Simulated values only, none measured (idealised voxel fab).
This is a process module. Its name is voxel transistor to metal.
Pictured: cross-section cut, 300 nm wide, on a grid of 5 nm square cells.
If you're reading a cross-section in this doc, picture square cells in a grid; it comes to you as bands, top ones listed first down to the bottom, and a band can be one or more rows of cells.
Heads up on the band format: heights come first, top then bottom, in nm. After that it's the materials left to right, each with its width in nm. A single material flagged "full width" fills the whole band edge to edge, and "empty" means there's empty space there.
Beneath 0, the wafer as received is one material, and that level is where height counting begins. The lowest band goes on downward without a bottom; it is written like "0 nm and below".
It should be noted that a width expressed as "30..40" varies in equal increments from row to row of cells within the band, taking the value of the first number at the top row and that of the second number at the bottom row.
Where a step carries "remains unaltered", the cross-section came out of it unchanged, cell for cell.
"Fully closed voids" contains a list of empty spaces, each no smaller than 8 cells and without an open way to the top, written in the form width x height at distance with the distance from the left edge and all three in nm.
Heads up: the bit after the settings on a step's line is the simulator's remark on that step.
For masked steps, "overlay nm" on the step line gives how far right of plan the mask actually lay; a minus sign means it lay to the left.

# This section lists the process steps that were planned
1,RECEIVE, material Si
2,OXIDIZE, depth nm 5
3,CONFORMAL_DEP, material SiN, thk nm 10
4,MASKED_ETCH, tone cover, mask id ACTIVE, width nm 105, pitch nm 130, etch materials SiN, depth nm 10, overlay nm 0
5,MASKED_ETCH, tone cover, mask id ACTIVE, width nm 105, pitch nm 130, etch materials SiO2, depth nm 5, overlay nm 0
6,MASKED_ETCH, tone cover, mask id ACTIVE, width nm 105, pitch nm 130, etch materials Si, depth nm 30, overlay nm 0
7,FILL_DEP, material SiO2, thk nm 15
8,CMP, height nm 10
9,SELECTIVE_ETCH, etch materials SiO2, depth nm 5
10,STRIP, etch materials SiN
11,SELECTIVE_ETCH, etch materials SiO2, depth nm 5
12,OXIDIZE, depth nm 5
13,DIRECTIONAL_DEP, material polySi, thk nm 30
14,DIRECTIONAL_DEP, material SiCN, thk nm 15
15,MASKED_ETCH, tone cover, mask id GATE, width nm 15, pitch nm 130, etch materials SiCN, depth nm 25, overlay nm 0
16,MASKED_ETCH, tone cover, mask id GATE, width nm 15, pitch nm 130, etch materials polySi, depth nm 40, overlay nm 0
17,CONFORMAL_DEP, material SiN, thk nm 10
18,DIRECTIONAL_ETCH, etch materials SiN, depth nm 10
19,DIRECTIONAL_ETCH, etch materials SiO2, depth nm 5
20,EPI, material SiGe, thk nm 5
21,FILL_DEP, material SiO2, thk nm 5
22,CMP, height nm 40
23,DIRECTIONAL_DEP, material SiO2, thk nm 10
24,DIRECTIONAL_DEP, material aC, thk nm 10
25,PATTERN, tone open, mask id CONTACT, material resist, width nm 30, thk nm 25, overlay nm 0
26,DIRECTIONAL_ETCH, etch materials aC, depth nm 10
27,STRIP, etch materials resist
28,DIRECTIONAL_ETCH, etch materials SiO2, depth nm 55
29,STRIP, etch materials aC
30,CONFORMAL_DEP, material TiN, thk nm 5
31,FILL_DEP, material W, thk nm 5
32,CMP, height nm 50
33,CONFORMAL_DEP, material SiN, thk nm 5
34,DIRECTIONAL_DEP, material lowk, thk nm 25
35,DIRECTIONAL_DEP, material aC, thk nm 15
36,PATTERN, tone open, mask id METAL_1, material resist, width nm 20, pitch nm 65, thk nm 35, overlay nm 0
37,DIRECTIONAL_ETCH, etch materials aC, depth nm 15
38,STRIP, etch materials resist
39,DIRECTIONAL_ETCH, etch materials lowk, depth nm 25
40,DIRECTIONAL_ETCH, etch materials SiN, depth nm 5
41,STRIP, etch materials aC
42,CONFORMAL_DEP, material TiN, thk nm 5
43,FILL_DEP, material Ru, thk nm 10
44,CMP, height nm 80
45,EPI, material Ru, thk nm 5
46,FILL_DEP, material SiCN, thk nm 5

# The first of the two wafers, which ran as planned

# Wafer cross-section on receipt, i.e. after step 1
	0 nm and below = Si full width
	Fully closed voids: none

# Take a look at the wafer's cross-section after step 2
	0 nm to -5 nm = SiO2 full width
	Heights below -5 show no change.

# Take a look at the wafer's cross-section after step 3
	10 nm to 0 nm = SiN full width
	Heights below 0 show no change.

# Take a look at the wafer's cross-section after step 4
	10 nm to 0 nm = 30 nm empty | 105 nm SiN | 25 nm empty | 105 nm SiN | 35 nm empty
	Heights below 0 show no change.

# Take a look at the wafer's cross-section after step 5
	10 nm to 0 nm = 30 nm empty | 105 nm SiN | 25 nm empty | 105 nm SiN | 35 nm empty
	0 nm to -5 nm = 30 nm empty | 105 nm SiO2 | 25 nm empty | 105 nm SiO2 | 35 nm empty
	Heights below -5 show no change.

# Take a look at the wafer's cross-section after step 6
	10 nm to 0 nm = 30 nm empty | 105 nm SiN | 25 nm empty | 105 nm SiN | 35 nm empty
	0 nm to -5 nm = 30 nm empty | 105 nm SiO2 | 25 nm empty | 105 nm SiO2 | 35 nm empty
	-5 nm to -35 nm = 30 nm empty | 105 nm Si | 25 nm empty | 105 nm Si | 35 nm empty
	Heights below -35 show no change.

# Take a look at the wafer's cross-section after step 7
	25 nm to 10 nm = SiO2 full width
	10 nm to 0 nm = 30 nm SiO2 | 105 nm SiN | 25 nm SiO2 | 105 nm SiN | 35 nm SiO2
	0 nm to -5 nm = SiO2 full width
	-5 nm to -35 nm = 30 nm SiO2 | 105 nm Si | 25 nm SiO2 | 105 nm Si | 35 nm SiO2
	Heights below -35 show no change.

# Take a look at the wafer's cross-section after step 8
	10 nm to 0 nm = 30 nm SiO2 | 105 nm SiN | 25 nm SiO2 | 105 nm SiN | 35 nm SiO2
	Heights below 0 show no change.

# Take a look at the wafer's cross-section after step 9
	10 nm to 5 nm = 30 nm empty | 105 nm SiN | 25 nm empty | 105 nm SiN | 35 nm empty
	Heights below 5 show no change.

# Take a look at the wafer's cross-section after step 10
	5 nm to 0 nm = 30 nm SiO2 | 105 nm empty | 25 nm SiO2 | 105 nm empty | 35 nm SiO2
	Heights below 0 show no change.

# Take a look at the wafer's cross-section after step 11
	0 nm to -5 nm = 25 nm SiO2 | 115 nm empty | 15 nm SiO2 | 115 nm empty | 30 nm SiO2
	Heights below -5 show no change.

# Take a look at the wafer's cross-section after step 12
	0 nm to -5 nm = 25 nm SiO2 | 115 nm empty | 15 nm SiO2 | 115 nm empty | 30 nm SiO2
	-5 nm to -10 nm = SiO2 full width
	Heights below -10 show no change.

# Take a look at the wafer's cross-section after step 13
	30 nm to 25 nm = 25 nm polySi | 115 nm empty | 15 nm polySi | 115 nm empty | 30 nm polySi
	25 nm to 0 nm = polySi full width
	0 nm to -5 nm = 25 nm SiO2 | 115 nm polySi | 15 nm SiO2 | 115 nm polySi | 30 nm SiO2
	Heights below -5 show no change.

# Take a look at the wafer's cross-section after step 14
	45 nm to 40 nm = 25 nm SiCN | 115 nm empty | 15 nm SiCN | 115 nm empty | 30 nm SiCN
	40 nm to 30 nm = SiCN full width
	30 nm to 25 nm = 25 nm polySi | 115 nm SiCN | 15 nm polySi | 115 nm SiCN | 30 nm polySi
	Heights below 25 show no change.

# Take a look at the wafer's cross-section after step 15
	40 nm to 30 nm = 75 nm empty | 15 nm SiCN | 115 nm empty | 15 nm SiCN | 80 nm empty
	30 nm to 25 nm = 25 nm polySi | 50 nm empty | 15 nm SiCN | 50 nm empty | 15 nm polySi | 50 nm empty | 15 nm SiCN | 50 nm empty | 30 nm polySi
	Heights below 25 show no change.

# Take a look at the wafer's cross-section after step 16
	40 nm to 25 nm = 75 nm empty | 15 nm SiCN | 115 nm empty | 15 nm SiCN | 80 nm empty
	25 nm to 0 nm = 75 nm empty | 15 nm polySi | 115 nm empty | 15 nm polySi | 80 nm empty
	0 nm to -5 nm = 25 nm SiO2 | 50 nm empty | 15 nm polySi | 50 nm empty | 15 nm SiO2 | 50 nm empty | 15 nm polySi | 50 nm empty | 30 nm SiO2
	Heights below -5 show no change.

# Take a look at the wafer's cross-section after step 17
	50 nm to 40 nm = 65 nm empty | 35 nm SiN | 95 nm empty | 35 nm SiN | 70 nm empty
	40 nm to 25 nm = 65 nm empty | 10 nm SiN | 15 nm SiCN | 10 nm SiN | 95 nm empty | 10 nm SiN | 15 nm SiCN | 10 nm SiN | 70 nm empty
	25 nm to 10 nm = 65 nm empty | 10 nm SiN | 15 nm polySi | 10 nm SiN | 95 nm empty | 10 nm SiN | 15 nm polySi | 10 nm SiN | 70 nm empty
	10 nm to 5 nm = 35 nm SiN | 30 nm empty | 10 nm SiN | 15 nm polySi | 10 nm SiN | 30 nm empty | 35 nm SiN | 30 nm empty | 10 nm SiN | 15 nm polySi | 10 nm SiN | 30 nm empty | 40 nm SiN
	5 nm to 0 nm = 75 nm SiN | 15 nm polySi | 115 nm SiN | 15 nm polySi | 80 nm SiN
	0 nm to -5 nm = 25 nm SiO2 | 50 nm SiN | 15 nm polySi | 50 nm SiN | 15 nm SiO2 | 50 nm SiN | 15 nm polySi | 50 nm SiN | 30 nm SiO2
	Heights below -5 show no change.

# Take a look at the wafer's cross-section after step 18
	40 nm to 25 nm = 65 nm empty | 10 nm SiN | 15 nm SiCN | 10 nm SiN | 95 nm empty | 10 nm SiN | 15 nm SiCN | 10 nm SiN | 70 nm empty
	25 nm to 0 nm = 65 nm empty | 10 nm SiN | 15 nm polySi | 10 nm SiN | 95 nm empty | 10 nm SiN | 15 nm polySi | 10 nm SiN | 70 nm empty
	0 nm to -5 nm = 25 nm SiO2 | 10 nm SiN | 30 nm empty | 10 nm SiN | 15 nm polySi | 10 nm SiN | 30 nm empty | 10 nm SiN | 15 nm SiO2 | 10 nm SiN | 30 nm empty | 10 nm SiN | 15 nm polySi | 10 nm SiN | 30 nm empty | 10 nm SiN | 30 nm SiO2
	Heights below -5 show no change.

# Take a look at the wafer's cross-section after step 19
	40 nm to 25 nm = 65 nm empty | 10 nm SiN | 15 nm SiCN | 10 nm SiN | 95 nm empty | 10 nm SiN | 15 nm SiCN | 10 nm SiN | 70 nm empty
	25 nm to 0 nm = 65 nm empty | 10 nm SiN | 15 nm polySi | 10 nm SiN | 95 nm empty | 10 nm SiN | 15 nm polySi | 10 nm SiN | 70 nm empty
	0 nm to -5 nm = 25 nm empty | 10 nm SiN | 30 nm empty | 10 nm SiN | 15 nm polySi | 10 nm SiN | 30 nm empty | 10 nm SiN | 15 nm empty | 10 nm SiN | 30 nm empty | 10 nm SiN | 15 nm polySi | 10 nm SiN | 30 nm empty | 10 nm SiN | 30 nm empty
	-5 nm to -10 nm = 35 nm SiO2 | 30 nm empty | 35 nm SiO2 | 30 nm empty | 35 nm SiO2 | 30 nm empty | 35 nm SiO2 | 30 nm empty | 40 nm SiO2
	Heights below -10 show no change.

# Take a look at the wafer's cross-section after step 20
	40 nm to 25 nm = 65 nm empty | 10 nm SiN | 15 nm SiCN | 10 nm SiN | 95 nm empty | 10 nm SiN | 15 nm SiCN | 10 nm SiN | 70 nm empty
	25 nm to 0 nm = 65 nm empty | 10 nm SiN | 15 nm polySi | 10 nm SiN | 95 nm empty | 10 nm SiN | 15 nm polySi | 10 nm SiN | 70 nm empty
	0 nm to -5 nm = 25 nm empty | 10 nm SiN | 30 nm empty | 10 nm SiN | 15 nm polySi | 10 nm SiN | 30 nm empty | 10 nm SiN | 15 nm empty | 10 nm SiN | 30 nm empty | 10 nm SiN | 15 nm polySi | 10 nm SiN | 30 nm empty | 10 nm SiN | 30 nm empty
	-5 nm to -10 nm = 35 nm SiO2 | 30 nm SiGe | 35 nm SiO2 | 30 nm SiGe | 35 nm SiO2 | 30 nm SiGe | 35 nm SiO2 | 30 nm SiGe | 40 nm SiO2
	Heights below -10 show no change.

# Take a look at the wafer's cross-section after step 21
	45 nm to 40 nm = SiO2 full width
	40 nm to 25 nm = 65 nm SiO2 | 10 nm SiN | 15 nm SiCN | 10 nm SiN | 95 nm SiO2 | 10 nm SiN | 15 nm SiCN | 10 nm SiN | 70 nm SiO2
	25 nm to 0 nm = 65 nm SiO2 | 10 nm SiN | 15 nm polySi | 10 nm SiN | 95 nm SiO2 | 10 nm SiN | 15 nm polySi | 10 nm SiN | 70 nm SiO2
	0 nm to -5 nm = 25 nm SiO2 | 10 nm SiN | 30 nm SiO2 | 10 nm SiN | 15 nm polySi | 10 nm SiN | 30 nm SiO2 | 10 nm SiN | 15 nm SiO2 | 10 nm SiN | 30 nm SiO2 | 10 nm SiN | 15 nm polySi | 10 nm SiN | 30 nm SiO2 | 10 nm SiN | 30 nm SiO2
	Heights below -5 show no change.

# Take a look at the wafer's cross-section after step 22
	40 nm to 25 nm = 65 nm SiO2 | 10 nm SiN | 15 nm SiCN | 10 nm SiN | 95 nm SiO2 | 10 nm SiN | 15 nm SiCN | 10 nm SiN | 70 nm SiO2
	Heights below 25 show no change.

# Take a look at the wafer's cross-section after step 23
	50 nm to 40 nm = SiO2 full width
	Heights below 40 show no change.

# Take a look at the wafer's cross-section after step 24
	60 nm to 50 nm = aC full width
	Heights below 50 show no change.

# Take a look at the wafer's cross-section after step 25
	85 nm to 60 nm = 40 nm resist | 30 nm empty | 25 nm resist | 30 nm empty | 45 nm resist | 30 nm empty | 25 nm resist | 30 nm empty | 45 nm resist
	Heights below 60 show no change.

# Take a look at the wafer's cross-section after step 26
	75 nm to 60 nm = 40 nm resist | 30 nm empty | 25 nm resist | 30 nm empty | 45 nm resist | 30 nm empty | 25 nm resist | 30 nm empty | 45 nm resist
	60 nm to 50 nm = 40 nm aC | 30 nm empty | 25 nm aC | 30 nm empty | 45 nm aC | 30 nm empty | 25 nm aC | 30 nm empty | 45 nm aC
	Heights below 50 show no change.

# Take a look at the wafer's cross-section after step 27
	60 nm to 50 nm = 40 nm aC | 30 nm empty | 25 nm aC | 30 nm empty | 45 nm aC | 30 nm empty | 25 nm aC | 30 nm empty | 45 nm aC
	Heights below 50 show no change.

# Take a look at the wafer's cross-section after step 28
	60 nm to 50 nm = 40 nm aC | 30 nm empty | 25 nm aC | 30 nm empty | 45 nm aC | 30 nm empty | 25 nm aC | 30 nm empty | 45 nm aC
	50 nm to 40 nm = 40 nm SiO2 | 30 nm empty | 25 nm SiO2 | 30 nm empty | 45 nm SiO2 | 30 nm empty | 25 nm SiO2 | 30 nm empty | 45 nm SiO2
	40 nm to 25 nm = 40 nm SiO2 | 25 nm empty | 10 nm SiN | 15 nm SiCN | 10 nm SiN | 25 nm empty | 45 nm SiO2 | 25 nm empty | 10 nm SiN | 15 nm SiCN | 10 nm SiN | 25 nm empty | 45 nm SiO2
	25 nm to 0 nm = 40 nm SiO2 | 25 nm empty | 10 nm SiN | 15 nm polySi | 10 nm SiN | 25 nm empty | 45 nm SiO2 | 25 nm empty | 10 nm SiN | 15 nm polySi | 10 nm SiN | 25 nm empty | 45 nm SiO2
	0 nm to -5 nm = 25 nm SiO2 | 10 nm SiN | 5 nm SiO2 | 25 nm empty | 10 nm SiN | 15 nm polySi | 10 nm SiN | 25 nm empty | 5 nm SiO2 | 10 nm SiN | 15 nm SiO2 | 10 nm SiN | 5 nm SiO2 | 25 nm empty | 10 nm SiN | 15 nm polySi | 10 nm SiN | 25 nm empty | 5 nm SiO2 | 10 nm SiN | 30 nm SiO2
	Heights below -5 show no change.

# Take a look at the wafer's cross-section after step 29
	50 nm to 40 nm = 40 nm SiO2 | 30 nm empty | 25 nm SiO2 | 30 nm empty | 45 nm SiO2 | 30 nm empty | 25 nm SiO2 | 30 nm empty | 45 nm SiO2
	Heights below 40 show no change.

# Take a look at the wafer's cross-section after step 30
	55 nm to 50 nm = 45 nm TiN | 20 nm empty | 35 nm TiN | 20 nm empty | 55 nm TiN | 20 nm empty | 35 nm TiN | 20 nm empty | 50 nm TiN
	50 nm to 40 nm = 40 nm SiO2 | 5 nm TiN | 20..15 nm empty | 5..10 nm TiN | 25 nm SiO2 | 5..10 nm TiN | 20..15 nm empty | 5 nm TiN | 45 nm SiO2 | 5 nm TiN | 20..15 nm empty | 5..10 nm TiN | 25 nm SiO2 | 5..10 nm TiN | 20..15 nm empty | 5 nm TiN | 45 nm SiO2
	40 nm to 25 nm = 40 nm SiO2 | 5 nm TiN | 15 nm empty | 5 nm TiN | 10 nm SiN | 15 nm SiCN | 10 nm SiN | 5 nm TiN | 15 nm empty | 5 nm TiN | 45 nm SiO2 | 5 nm TiN | 15 nm empty | 5 nm TiN | 10 nm SiN | 15 nm SiCN | 10 nm SiN | 5 nm TiN | 15 nm empty | 5 nm TiN | 45 nm SiO2
	25 nm to 0 nm = 40 nm SiO2 | 5 nm TiN | 15 nm empty | 5 nm TiN | 10 nm SiN | 15 nm polySi | 10 nm SiN | 5 nm TiN | 15 nm empty | 5 nm TiN | 45 nm SiO2 | 5 nm TiN | 15 nm empty | 5 nm TiN | 10 nm SiN | 15 nm polySi | 10 nm SiN | 5 nm TiN | 15 nm empty | 5 nm TiN | 45 nm SiO2
	0 nm to -5 nm = 25 nm SiO2 | 10 nm SiN | 5 nm SiO2 | 25 nm TiN | 10 nm SiN | 15 nm polySi | 10 nm SiN | 25 nm TiN | 5 nm SiO2 | 10 nm SiN | 15 nm SiO2 | 10 nm SiN | 5 nm SiO2 | 25 nm TiN | 10 nm SiN | 15 nm polySi | 10 nm SiN | 25 nm TiN | 5 nm SiO2 | 10 nm SiN | 30 nm SiO2
	Heights below -5 show no change.

# Take a look at the wafer's cross-section after step 31
	60 nm to 55 nm = W full width
	55 nm to 50 nm = 45 nm TiN | 20 nm W | 35 nm TiN | 20 nm W | 55 nm TiN | 20 nm W | 35 nm TiN | 20 nm W | 50 nm TiN
	50 nm to 40 nm = 40 nm SiO2 | 5 nm TiN | 20..15 nm W | 5..10 nm TiN | 25 nm SiO2 | 5..10 nm TiN | 20..15 nm W | 5 nm TiN | 45 nm SiO2 | 5 nm TiN | 20..15 nm W | 5..10 nm TiN | 25 nm SiO2 | 5..10 nm TiN | 20..15 nm W | 5 nm TiN | 45 nm SiO2
	40 nm to 25 nm = 40 nm SiO2 | 5 nm TiN | 15 nm W | 5 nm TiN | 10 nm SiN | 15 nm SiCN | 10 nm SiN | 5 nm TiN | 15 nm W | 5 nm TiN | 45 nm SiO2 | 5 nm TiN | 15 nm W | 5 nm TiN | 10 nm SiN | 15 nm SiCN | 10 nm SiN | 5 nm TiN | 15 nm W | 5 nm TiN | 45 nm SiO2
	25 nm to 0 nm = 40 nm SiO2 | 5 nm TiN | 15 nm W | 5 nm TiN | 10 nm SiN | 15 nm polySi | 10 nm SiN | 5 nm TiN | 15 nm W | 5 nm TiN | 45 nm SiO2 | 5 nm TiN | 15 nm W | 5 nm TiN | 10 nm SiN | 15 nm polySi | 10 nm SiN | 5 nm TiN | 15 nm W | 5 nm TiN | 45 nm SiO2
	Heights below 0 show no change.

# Take a look at the wafer's cross-section after step 32
	50 nm to 40 nm = 40 nm SiO2 | 5 nm TiN | 20..15 nm W | 5..10 nm TiN | 25 nm SiO2 | 5..10 nm TiN | 20..15 nm W | 5 nm TiN | 45 nm SiO2 | 5 nm TiN | 20..15 nm W | 5..10 nm TiN | 25 nm SiO2 | 5..10 nm TiN | 20..15 nm W | 5 nm TiN | 45 nm SiO2
	Heights below 40 show no change.

# Take a look at the wafer's cross-section after step 33
	55 nm to 50 nm = SiN full width
	Heights below 50 show no change.

# Take a look at the wafer's cross-section after step 34
	80 nm to 55 nm = lowk full width
	Heights below 55 show no change.

# Take a look at the wafer's cross-section after step 35
	95 nm to 80 nm = aC full width
	Heights below 80 show no change.

# Take a look at the wafer's cross-section after step 36
	130 nm to 95 nm = 40 nm resist | 20 nm empty | 45 nm resist | 20 nm empty | 45 nm resist | 20 nm empty | 45 nm resist | 20 nm empty | 45 nm resist
	Heights below 95 show no change.

# Take a look at the wafer's cross-section after step 37
	115 nm to 95 nm = 40 nm resist | 20 nm empty | 45 nm resist | 20 nm empty | 45 nm resist | 20 nm empty | 45 nm resist | 20 nm empty | 45 nm resist
	95 nm to 80 nm = 40 nm aC | 20 nm empty | 45 nm aC | 20 nm empty | 45 nm aC | 20 nm empty | 45 nm aC | 20 nm empty | 45 nm aC
	Heights below 80 show no change.

# Take a look at the wafer's cross-section after step 38
	95 nm to 80 nm = 40 nm aC | 20 nm empty | 45 nm aC | 20 nm empty | 45 nm aC | 20 nm empty | 45 nm aC | 20 nm empty | 45 nm aC
	Heights below 80 show no change.

# Take a look at the wafer's cross-section after step 39
	95 nm to 80 nm = 40 nm aC | 20 nm empty | 45 nm aC | 20 nm empty | 45 nm aC | 20 nm empty | 45 nm aC | 20 nm empty | 45 nm aC
	80 nm to 55 nm = 40 nm lowk | 20 nm empty | 45 nm lowk | 20 nm empty | 45 nm lowk | 20 nm empty | 45 nm lowk | 20 nm empty | 45 nm lowk
	Heights below 55 show no change.

# Take a look at the wafer's cross-section after step 40
	95 nm to 80 nm = 40 nm aC | 20 nm empty | 45 nm aC | 20 nm empty | 45 nm aC | 20 nm empty | 45 nm aC | 20 nm empty | 45 nm aC
	80 nm to 55 nm = 40 nm lowk | 20 nm empty | 45 nm lowk | 20 nm empty | 45 nm lowk | 20 nm empty | 45 nm lowk | 20 nm empty | 45 nm lowk
	55 nm to 50 nm = 40 nm SiN | 20 nm empty | 45 nm SiN | 20 nm empty | 45 nm SiN | 20 nm empty | 45 nm SiN | 20 nm empty | 45 nm SiN
	Heights below 50 show no change.

# Take a look at the wafer's cross-section after step 41
	80 nm to 55 nm = 40 nm lowk | 20 nm empty | 45 nm lowk | 20 nm empty | 45 nm lowk | 20 nm empty | 45 nm lowk | 20 nm empty | 45 nm lowk
	Heights below 55 show no change.

# Take a look at the wafer's cross-section after step 42
	85 nm to 80 nm = 45 nm TiN | 10 nm empty | 55 nm TiN | 10 nm empty | 55 nm TiN | 10 nm empty | 55 nm TiN | 10 nm empty | 50 nm TiN
	80 nm to 55 nm = 40 nm lowk | 5 nm TiN | 10 nm empty | 5 nm TiN | 45 nm lowk | 5 nm TiN | 10 nm empty | 5 nm TiN | 45 nm lowk | 5 nm TiN | 10 nm empty | 5 nm TiN | 45 nm lowk | 5 nm TiN | 10 nm empty | 5 nm TiN | 45 nm lowk
	55 nm to 50 nm = 40 nm SiN | 20 nm TiN | 45 nm SiN | 20 nm TiN | 45 nm SiN | 20 nm TiN | 45 nm SiN | 20 nm TiN | 45 nm SiN
	Heights below 50 show no change.

# Take a look at the wafer's cross-section after step 43
	95 nm to 85 nm = Ru full width
	85 nm to 80 nm = 45 nm TiN | 10 nm Ru | 55 nm TiN | 10 nm Ru | 55 nm TiN | 10 nm Ru | 55 nm TiN | 10 nm Ru | 50 nm TiN
	80 nm to 55 nm = 40 nm lowk | 5 nm TiN | 10 nm Ru | 5 nm TiN | 45 nm lowk | 5 nm TiN | 10 nm Ru | 5 nm TiN | 45 nm lowk | 5 nm TiN | 10 nm Ru | 5 nm TiN | 45 nm lowk | 5 nm TiN | 10 nm Ru | 5 nm TiN | 45 nm lowk
	Heights below 55 show no change.

# Take a look at the wafer's cross-section after step 44
	80 nm to 55 nm = 40 nm lowk | 5 nm TiN | 10 nm Ru | 5 nm TiN | 45 nm lowk | 5 nm TiN | 10 nm Ru | 5 nm TiN | 45 nm lowk | 5 nm TiN | 10 nm Ru | 5 nm TiN | 45 nm lowk | 5 nm TiN | 10 nm Ru | 5 nm TiN | 45 nm lowk
	Heights below 55 show no change.

# Take a look at the wafer's cross-section after step 45
	85 nm to 80 nm = 35 nm empty | 30 nm Ru | 35 nm empty | 30 nm Ru | 35 nm empty | 30 nm Ru | 35 nm empty | 30 nm Ru | 40 nm empty
	Heights below 80 show no change.

# Take a look at the wafer's cross-section after step 46
	90 nm to 85 nm = SiCN full width
	85 nm to 80 nm = 35 nm SiCN | 30 nm Ru | 35 nm SiCN | 30 nm Ru | 35 nm SiCN | 30 nm Ru | 35 nm SiCN | 30 nm Ru | 40 nm SiCN
	Heights below 80 show no change.

# The second wafer began exactly as the first did and followed the same plan, but one mistake was made while running it; through step 33 inclusive, the two wafers are identical

# The second wafer cut through, at the time step 34 was supposed to be finished
	80 nm to 55 nm = Ru full width
	Heights below 55 show no change.

# The second wafer cut through, at the time step 35 was supposed to be finished
	95 nm to 80 nm = aC full width
	Heights below 80 show no change.

# The second wafer cut through, at the time step 36 was supposed to be finished
	130 nm to 95 nm = 40 nm resist | 20 nm empty | 45 nm resist | 20 nm empty | 45 nm resist | 20 nm empty | 45 nm resist | 20 nm empty | 45 nm resist
	Heights below 95 show no change.

# The second wafer cut through, at the time step 37 was supposed to be finished
	115 nm to 95 nm = 40 nm resist | 20 nm empty | 45 nm resist | 20 nm empty | 45 nm resist | 20 nm empty | 45 nm resist | 20 nm empty | 45 nm resist
	95 nm to 80 nm = 40 nm aC | 20 nm empty | 45 nm aC | 20 nm empty | 45 nm aC | 20 nm empty | 45 nm aC | 20 nm empty | 45 nm aC
	Heights below 80 show no change.

# The second wafer cut through, at the time step 38 was supposed to be finished
	95 nm to 80 nm = 40 nm aC | 20 nm empty | 45 nm aC | 20 nm empty | 45 nm aC | 20 nm empty | 45 nm aC | 20 nm empty | 45 nm aC
	Heights below 80 show no change.

The second wafer cut through, at the time step 39 was supposed to be finished: remains unaltered

The second wafer cut through, at the time step 40 was supposed to be finished: remains unaltered

# The second wafer cut through, at the time step 41 was supposed to be finished
	80 nm to 55 nm = Ru full width
	Heights below 55 show no change.

# The second wafer cut through, at the time step 42 was supposed to be finished
	85 nm to 80 nm = TiN full width
	Heights below 80 show no change.

# The second wafer cut through, at the time step 43 was supposed to be finished
	95 nm to 85 nm = Ru full width
	Heights below 85 show no change.

# The second wafer cut through, at the time step 44 was supposed to be finished
	80 nm to 55 nm = Ru full width
	Heights below 55 show no change.

# The second wafer cut through, at the time step 45 was supposed to be finished
	85 nm to 55 nm = Ru full width
	Heights below 55 show no change.

# The second wafer cut through, at the time step 46 was supposed to be finished
	90 nm to 85 nm = SiCN full width
	Heights below 85 show no change.
The plan and the run diverged here: step 34: run off-plan, actual operation and settings DIRECTIONAL_DEP, material Ru, thk nm 25
Wrapping up, a cell-based count of both wafers puts the second over or under the first for these materials: 296 more of Ru, 36 fewer of SiCN, 16 more of SiN, 56 fewer of TiN, 220 fewer of lowk
